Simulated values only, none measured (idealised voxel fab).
You're looking at the process module voxel capacitor over wiring.
For reference, the cross-section in this document is cut, with width 220 nm and square cells of 5 nm.
Cross-section format: a grid of square cells, given as bands from top to bottom; each band is one or more rows of cells.
A band entry consists of two parts. The first gives the height of the band's top and the height of its bottom, in nm. The rest lists the band's materials from left to right, each with its width in nm. A single material labelled with the word "all across" fills the band from edge to edge, and the word "blank" marks empty space.
The reference from which all heights are counted is 0, the level beneath which the as-received wafer is entirely one material; the lowest band, having no lower bound, proceeds downward and is written after the example "0 nm and below".
Per-row width for "30..40": begins at first number (top row of band), ends at second number (bottom row), increment between rows held constant.
"no modifications" for a step: no cell of the cross-section changed in that step.
"Fully sealed voids" enumerates empty spaces isolated from the top, with no open way to it, that contain at least 8 cells, giving each as width x height at distance from the left edge, all three in nm.
If you see something after the settings on a step's line, that's the simulator's own remark about that step.
When a step includes a mask, the "overlay nm" setting on its line states how far to the right of its planned place that mask lay, and negative values state how far to the left.
BELOW IS THE LIST OF PLANNED PROCESS STEPS
1. op RECEIVE | material Si
2. op CONFORMAL_DEP | material SiO2 | thk nm 10
3. op CONFORMAL_DEP | material SiN | thk nm 5
4. op DIRECTIONAL_DEP | material lowk | thk nm 15
5. op PATTERN | tone open | mask id METAL_1 | material resist | width nm 20 | pitch nm 70 | thk nm 15 | overlay nm -15
6. op DIRECTIONAL_ETCH | etch materials lowk | depth nm 15
7. op DIRECTIONAL_ETCH | etch materials SiN | depth nm 5
8. op STRIP | etch materials resist
9. op CONFORMAL_DEP | material TiN | thk nm 5
10. op FILL_DEP | material Cu | thk nm 10
11. op CMP | height nm 30
12. op CONFORMAL_DEP | material SiCN | thk nm 5
13. op DIRECTIONAL_DEP | material lowk | thk nm 20
14. op DIRECTIONAL_DEP | material aC | thk nm 10
15. op PATTERN | tone open | mask id PLUG_1 | material resist | width nm 15 | thk nm 30 | overlay nm 0
16. op DIRECTIONAL_ETCH | etch materials aC | depth nm 10
17. op STRIP | etch materials resist
18. op DIRECTIONAL_ETCH | etch materials lowk | depth nm 20
19. op DIRECTIONAL_ETCH | etch materials SiCN | depth nm 5
20. op STRIP | etch materials aC
21. op EPI | material Ru | thk nm 10
22. op EPI | material Ru | thk nm 10
23. op EPI | material Ru | thk nm 5
24. op DIRECTIONAL_DEP | material TiN | thk nm 10
25. op DIRECTIONAL_DEP | material SiN | thk nm 5
26. op DIRECTIONAL_DEP | material TiN | thk nm 10
27. op PATTERN | tone cover | mask id UPPER_PLATE | material resist | width nm 55 | thk nm 15 | overlay nm 0
28. op DIRECTIONAL_ETCH | etch materials TiN | depth nm 10
29. op DIRECTIONAL_ETCH | etch materials SiN | depth nm 5
30. op STRIP | etch materials resist
31. op MASKED_ETCH | tone cover | mask id LOWER_PLATE | width nm 65 | etch materials TiN | depth nm 10 | overlay nm 0
32. op FILL_DEP | material SiO2 | thk nm 15
33. op CMP | height nm 90
34. op DIRECTIONAL_DEP | material aC | thk nm 15
35. op PATTERN | tone open | mask id PLUG_2 | material resist | width nm 15 | thk nm 30 | overlay nm 0
36. op DIRECTIONAL_ETCH | etch materials aC | depth nm 15
37. op STRIP | etch materials resist
38. op DIRECTIONAL_ETCH | etch materials SiO2 | depth nm 10
39. op STRIP | etch materials aC
40. op CONFORMAL_DEP | material TiN | thk nm 5
41. op FILL_DEP | material Cu | thk nm 5
42. op CMP | height nm 90
43. op CONFORMAL_DEP | material SiCN | thk nm 5
The overlay nm used in step 5 is not the same on every wafer, whereas the starting condition is; the value printed in the plan is the first wafer's.
SO THIS IS THE FIRST OF SEVERAL WAFERS, CROSS-SECTIONED AS IT CAME TO US, MEANING IT'S AT THE END OF STEP 1
    0 nm and below = Si all across
    Fully sealed voids: none
DEPICTED HERE IS THE FIRST OF SEVERAL WAFERS IN CROSS-SECTION, AT MODULE COMPLETION FOLLOWING THE LAST STEP, STEP 43
    95 nm to 90 nm = SiCN all across
    90 nm to 85 nm = SiO2 (80) | TiN (5) | Cu (5) | TiN (5) | SiO2 (125)
    85 nm to 80 nm = SiO2 (80) | TiN (15) | SiO2 (125)
    80 nm to 70 nm = SiO2 (85) | TiN (40) | SiO2 (95)
    70 nm to 65 nm = SiO2 (85) | SiN (40) | SiO2 (95)
    65 nm to 55 nm = SiO2 (65) | TiN (5) | SiO2 (15) | TiN (45) | SiO2 (90)
    55 nm to 45 nm = lowk (70) | TiN (15) | lowk (135)
    45 nm to 40 nm = lowk (70) | SiN (15) | lowk (135)
    40 nm to 35 nm = lowk (70) | TiN (15) | lowk (135)
    35 nm to 30 nm = SiCN (70) | TiN (15) | SiCN (135)
    30 nm to 15 nm = lowk (50) | TiN (5) | Cu (10) | TiN (5) | lowk (50) | TiN (5) | Cu (10) | TiN (5) | lowk (80)
    15 nm to 10 nm = SiN (50) | TiN (20) | SiN (50) | TiN (20) | SiN (80)
    10 nm to 0 nm = SiO2 all across
    0 nm and below = Si all across
    Fully sealed voids: none
THE LAST WAFER AS SEEN IN CROSS-SECTION AT THE END OF THE MODULE
    95 nm to 90 nm = SiCN all across
    90 nm to 85 nm = SiO2 (80) | TiN (5) | Cu (5) | TiN (5) | SiO2 (125)
    85 nm to 80 nm = SiO2 (80) | TiN (15) | SiO2 (125)
    80 nm to 70 nm = SiO2 (70) | TiN (55) | SiO2 (95)
    70 nm to 65 nm = SiO2 (70) | SiN (55) | SiO2 (95)
    65 nm to 55 nm = SiO2 (65) | TiN (65) | SiO2 (90)
    55 nm to 35 nm = lowk (70) | Ru (15) | lowk (135)
    35 nm to 30 nm = SiCN (70) | Ru (15) | SiCN (135)
    30 nm to 15 nm = lowk (80) | TiN (5) | Cu (10) | TiN (5) | lowk (50) | TiN (5) | Cu (10) | TiN (5) | lowk (50)
    15 nm to 10 nm = SiN (80) | TiN (20) | SiN (50) | TiN (20) | SiN (50)
    10 nm to 0 nm = SiO2 all across
    0 nm and below = Si all across
    Fully sealed voids: none
BASICALLY EACH WAFER GETS A LINE IN THE TABLE, SHOWING IT AT THE END OF THE MODULE: MATERIAL BY MATERIAL, THE CELLS IT GAINED (+) OR LOST (-) SINCE WE GOT IT, THEN ITS CLOSED VOIDS
overlay nm -15, +13 Cu, +85 SiCN, +47 SiN, +346 SiO2, +73 TiN, +272 lowk, Fully sealed voids: none
overlay nm -10, +13 Cu, +15 Ru, +85 SiCN, +47 SiN, +331 SiO2, +73 TiN, +272 lowk, Fully sealed voids: none
overlay nm -5, +13 Cu, +15 Ru, +85 SiCN, +47 SiN, +331 SiO2, +73 TiN, +272 lowk, Fully sealed voids: none
overlay nm 0, +13 Cu, +15 Ru, +85 SiCN, +47 SiN, +331 SiO2, +73 TiN, +272 lowk, Fully sealed voids: none
overlay nm 5, +13 Cu, +15 Ru, +85 SiCN, +47 SiN, +331 SiO2, +73 TiN, +272 lowk, Fully sealed voids: none
overlay nm 10, +13 Cu, +15 Ru, +85 SiCN, +47 SiN, +331 SiO2, +73 TiN, +272 lowk, Fully sealed voids: none
overlay nm 15, +13 Cu, +15 Ru, +85 SiCN, +47 SiN, +331 SiO2, +73 TiN, +272 lowk, Fully sealed voids: none
